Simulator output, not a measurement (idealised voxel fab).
The following process module bears the name voxel capacitor over wiring.
Cross-sectional view cut (width: 155 nm; square cell size: 5 nm).
Think of the cross-section as a grid of square cells. We describe it in bands, top to bottom, and each band covers one or more rows of those cells. The band entry comprises the height of the band's top followed by the height of its bottom, expressed in nm, and subsequently the band's materials from left to right, each stated together with its width in nm. Where a single material is marked with the word "edge to edge", that material fills the band from edge to edge. The word "blank" represents empty space. For the purposes of this specification, 0 denotes the height below which the wafer in its as-received condition is composed wholly of one material, and the lowermost band, lacking a lower limit, extends downward without end, as expressed in "0..down". Top row gets the first number, bottom row gets the second, and each row in between changes by the same step: that is how a band width like "30..40" works. Where the words "nothing different" appear for a step, the cross-section shows no cell changed by that step; every cell remained as before. If an empty space has no open way to the top and is at least 8 cells in size, "Enclosed internal cavities" lists it, written width x height at distance, where distance is measured from the left edge and every value is in nm. On each step's line, the part that comes after the settings is the simulator's own comment on the step. On any step carrying a mask, the "overlay nm" setting, if present on the step's line, tells how far right of its planned place the mask lay; negative values point to the left.

# This section lists the process steps that were planned
step 1: RECEIVE,material Si
step 2: CONFORMAL_DEP,material SiO2,thk nm 15
step 3: DIRECTIONAL_DEP,material TiN,thk nm 5
step 4: DIRECTIONAL_DEP,material W,thk nm 15
step 5: DIRECTIONAL_DEP,material aC,thk nm 10
step 6: PATTERN,tone cover,mask id METAL_1,material resist,width nm 20,pitch nm 75,thk nm 25,overlay nm 0
step 7: DIRECTIONAL_ETCH,etch materials aC,depth nm 10
step 8: STRIP,etch materials resist
step 9: DIRECTIONAL_ETCH,etch materials W,depth nm 15
step 10: DIRECTIONAL_ETCH,etch materials TiN,depth nm 5
step 11: STRIP,etch materials aC
step 12: FILL_DEP,material SiO2,thk nm 10
step 13: CMP,height nm 35
step 14: CONFORMAL_DEP,material SiCN,thk nm 5
step 15: DIRECTIONAL_DEP,material lowk,thk nm 20
step 16: PATTERN,tone open,mask id PLUG_1,material resist,width nm 15,thk nm 15,overlay nm 0
step 17: DIRECTIONAL_ETCH,etch materials lowk,depth nm 20
step 18: DIRECTIONAL_ETCH,etch materials SiCN,depth nm 5
step 19: STRIP,etch materials resist
step 20: EPI,material Ru,thk nm 10
step 21: EPI,material Ru,thk nm 10
step 22: EPI,material Ru,thk nm 5
step 23: DIRECTIONAL_DEP,material TiN,thk nm 10
step 24: DIRECTIONAL_DEP,material SiN,thk nm 5
step 25: DIRECTIONAL_DEP,material TiN,thk nm 10
step 26: MASKED_ETCH,tone cover,mask id UPPER_PLATE,width nm 60,etch materials TiN,depth nm 10,overlay nm 0
step 27: MASKED_ETCH,tone cover,mask id UPPER_PLATE,width nm 60,etch materials SiN,depth nm 5,overlay nm 0
step 28: MASKED_ETCH,tone cover,mask id LOWER_PLATE,width nm 70,etch materials TiN,depth nm 10,overlay nm 0
step 29: FILL_DEP,material SiO2,thk nm 15
step 30: CMP,height nm 95
step 31: MASKED_ETCH,tone open,mask id PLUG_2,width nm 15,etch materials SiO2,depth nm 10,overlay nm 0
step 32: CONFORMAL_DEP,material TiN,thk nm 5
step 33: FILL_DEP,material Ru,thk nm 5
step 34: CMP,height nm 95
step 35: CONFORMAL_DEP,material SiN,thk nm 5

# First wafer out of two, processed as planned

# Delivered wafer in cross-section: state after step 1
0..down | Si edge to edge
Enclosed internal cavities: none

# Step 2 done - wafer cross-section
15..0 | SiO2 edge to edge
No changes below 0.

# Step 3 done - wafer cross-section
20..15 | TiN edge to edge
No changes below 15.

# Step 4 done - wafer cross-section
35..20 | W edge to edge
No changes below 20.

# Step 5 done - wafer cross-section
45..35 | aC edge to edge
No changes below 35.

# Step 6 done - wafer cross-section
70..45 | 30 nm blank  20 nm resist  55 nm blank  20 nm resist  30 nm blank
No changes below 45.

# Step 7 done - wafer cross-section
60..45 | 30 nm blank  20 nm resist  55 nm blank  20 nm resist  30 nm blank
45..35 | 30 nm blank  20 nm aC  55 nm blank  20 nm aC  30 nm blank
No changes below 35.

# Step 8 done - wafer cross-section
45..35 | 30 nm blank  20 nm aC  55 nm blank  20 nm aC  30 nm blank
No changes below 35.

# Step 9 done - wafer cross-section
45..35 | 30 nm blank  20 nm aC  55 nm blank  20 nm aC  30 nm blank
35..20 | 30 nm blank  20 nm W  55 nm blank  20 nm W  30 nm blank
No changes below 20.

# Step 10 done - wafer cross-section
45..35 | 30 nm blank  20 nm aC  55 nm blank  20 nm aC  30 nm blank
35..20 | 30 nm blank  20 nm W  55 nm blank  20 nm W  30 nm blank
20..15 | 30 nm blank  20 nm TiN  55 nm blank  20 nm TiN  30 nm blank
No changes below 15.

# Step 11 done - wafer cross-section
35..20 | 30 nm blank  20 nm W  55 nm blank  20 nm W  30 nm blank
No changes below 20.

# Step 12 done - wafer cross-section
45..35 | SiO2 edge to edge
35..20 | 30 nm SiO2  20 nm W  55 nm SiO2  20 nm W  30 nm SiO2
20..15 | 30 nm SiO2  20 nm TiN  55 nm SiO2  20 nm TiN  30 nm SiO2
No changes below 15.

# Step 13 done - wafer cross-section
35..20 | 30 nm SiO2  20 nm W  55 nm SiO2  20 nm W  30 nm SiO2
No changes below 20.

# Step 14 done - wafer cross-section
40..35 | SiCN edge to edge
No changes below 35.

# Step 15 done - wafer cross-section
60..40 | lowk edge to edge
No changes below 40.

# Step 16 done - wafer cross-section
75..60 | 35 nm resist  15 nm blank  105 nm resist
No changes below 60.

# Step 17 done - wafer cross-section
75..60 | 35 nm resist  15 nm blank  105 nm resist
60..40 | 35 nm lowk  15 nm blank  105 nm lowk
No changes below 40.

# Step 18 done - wafer cross-section
75..60 | 35 nm resist  15 nm blank  105 nm resist
60..40 | 35 nm lowk  15 nm blank  105 nm lowk
40..35 | 35 nm SiCN  15 nm blank  105 nm SiCN
No changes below 35.

# Step 19 done - wafer cross-section
60..40 | 35 nm lowk  15 nm blank  105 nm lowk
No changes below 40.

# Step 20 done - wafer cross-section
60..45 | 35 nm lowk  15 nm blank  105 nm lowk
45..40 | 35 nm lowk  15 nm Ru  105 nm lowk
40..35 | 35 nm SiCN  15 nm Ru  105 nm SiCN
No changes below 35.

# Step 21 done - wafer cross-section
60..55 | 35 nm lowk  15 nm blank  105 nm lowk
55..40 | 35 nm lowk  15 nm Ru  105 nm lowk
No changes below 40.

# Step 22 done - wafer cross-section
60..40 | 35 nm lowk  15 nm Ru  105 nm lowk
No changes below 40.

# Step 23 done - wafer cross-section
70..60 | TiN edge to edge
No changes below 60.

# Step 24 done - wafer cross-section
75..70 | SiN edge to edge
No changes below 70.

# Step 25 done - wafer cross-section
85..75 | TiN edge to edge
No changes below 75.

# Step 26 done - wafer cross-section
85..75 | 35 nm blank  60 nm TiN  60 nm blank
No changes below 75.

# Step 27 done - wafer cross-section
85..75 | 35 nm blank  60 nm TiN  60 nm blank
75..70 | 35 nm blank  60 nm SiN  60 nm blank
No changes below 70.

# Step 28 done - wafer cross-section
85..75 | 35 nm blank  60 nm TiN  60 nm blank
75..70 | 35 nm blank  60 nm SiN  60 nm blank
70..60 | 30 nm blank  70 nm TiN  55 nm blank
No changes below 60.

# Step 29 done - wafer cross-section
100..85 | SiO2 edge to edge
85..75 | 35 nm SiO2  60 nm TiN  60 nm SiO2
75..70 | 35 nm SiO2  60 nm SiN  60 nm SiO2
70..60 | 30 nm SiO2  70 nm TiN  55 nm SiO2
No changes below 60.

# Step 30 done - wafer cross-section
95..85 | SiO2 edge to edge
No changes below 85.

# Step 31 done - wafer cross-section
95..85 | 45 nm SiO2  15 nm blank  95 nm SiO2
No changes below 85.

# Step 32 done - wafer cross-section
100..95 | 50 nm TiN  5 nm blank  100 nm TiN
95..90 | 45 nm SiO2  5 nm TiN  5 nm blank  5 nm TiN  95 nm SiO2
90..85 | 45 nm SiO2  15 nm TiN  95 nm SiO2
No changes below 85.

# Step 33 done - wafer cross-section
105..100 | Ru edge to edge
100..95 | 50 nm TiN  5 nm Ru  100 nm TiN
95..90 | 45 nm SiO2  5 nm TiN  5 nm Ru  5 nm TiN  95 nm SiO2
No changes below 90.

# Step 34 done - wafer cross-section
95..90 | 45 nm SiO2  5 nm TiN  5 nm Ru  5 nm TiN  95 nm SiO2
No changes below 90.

# Step 35 done - wafer cross-section
100..95 | SiN edge to edge
No changes below 95.

# Wafer two. Same start, same plan, one slip in execution. Same as wafer one through step 21, inclusive

# Second wafer at the planned finish of step 22, seen in cross-section
70..65 | 35 nm TiN  15 nm blank  105 nm TiN
65..60 | TiN edge to edge
60..55 | 35 nm lowk  15 nm TiN  105 nm lowk
No changes below 55.

# Second wafer at the planned finish of step 23, seen in cross-section
75..70 | 40 nm Ru  5 nm blank  110 nm Ru
70..65 | 35 nm TiN  15 nm Ru  105 nm TiN
No changes below 65.

# Second wafer at the planned finish of step 24, seen in cross-section
80..75 | 40 nm SiN  5 nm blank  110 nm SiN
75..70 | 40 nm Ru  5 nm SiN  110 nm Ru
No changes below 70.

# Second wafer at the planned finish of step 25, seen in cross-section
90..85 | 40 nm TiN  5 nm blank  110 nm TiN
85..80 | TiN edge to edge
80..75 | 40 nm SiN  5 nm TiN  110 nm SiN
No changes below 75.

# Second wafer at the planned finish of step 26, seen in cross-section
90..85 | 35 nm blank  5 nm TiN  5 nm blank  50 nm TiN  60 nm blank
85..80 | 35 nm blank  60 nm TiN  60 nm blank
No changes below 80.

# Second wafer at the planned finish of step 27, seen in cross-section
90..85 | 35 nm blank  5 nm TiN  5 nm blank  50 nm TiN  60 nm blank
85..80 | 35 nm blank  60 nm TiN  60 nm blank
80..75 | 35 nm blank  5 nm SiN  5 nm TiN  50 nm SiN  60 nm blank
No changes below 75.

Second wafer at the planned finish of step 28, seen in cross-section: nothing different

# Second wafer at the planned finish of step 29, seen in cross-section
105..90 | SiO2 edge to edge
90..85 | 35 nm SiO2  5 nm TiN  5 nm SiO2  50 nm TiN  60 nm SiO2
85..80 | 35 nm SiO2  60 nm TiN  60 nm SiO2
80..75 | 35 nm SiO2  5 nm SiN  5 nm TiN  50 nm SiN  60 nm SiO2
No changes below 75.

# Second wafer at the planned finish of step 30, seen in cross-section
95..90 | SiO2 edge to edge
No changes below 90.

# Second wafer at the planned finish of step 31, seen in cross-section
95..90 | 45 nm SiO2  15 nm blank  95 nm SiO2
No changes below 90.

# Second wafer at the planned finish of step 32, seen in cross-section
100..95 | 50 nm TiN  5 nm blank  100 nm TiN
95..90 | 45 nm SiO2  15 nm TiN  95 nm SiO2
No changes below 90.

# Second wafer at the planned finish of step 33, seen in cross-section
105..100 | Ru edge to edge
100..95 | 50 nm TiN  5 nm Ru  100 nm TiN
No changes below 95.

# Second wafer at the planned finish of step 34, seen in cross-section
95..90 | 45 nm SiO2  15 nm TiN  95 nm SiO2
No changes below 90.

# Second wafer at the planned finish of step 35, seen in cross-section
100..95 | SiN edge to edge
No changes below 95.
Want to know what went wrong? ran 22 and 23 in swapped order versus the plan
The closing comparison, in cells, has the second wafer with more or fewer of some materials than the first: +29 Ru | -61 SiO2 | +32 TiN
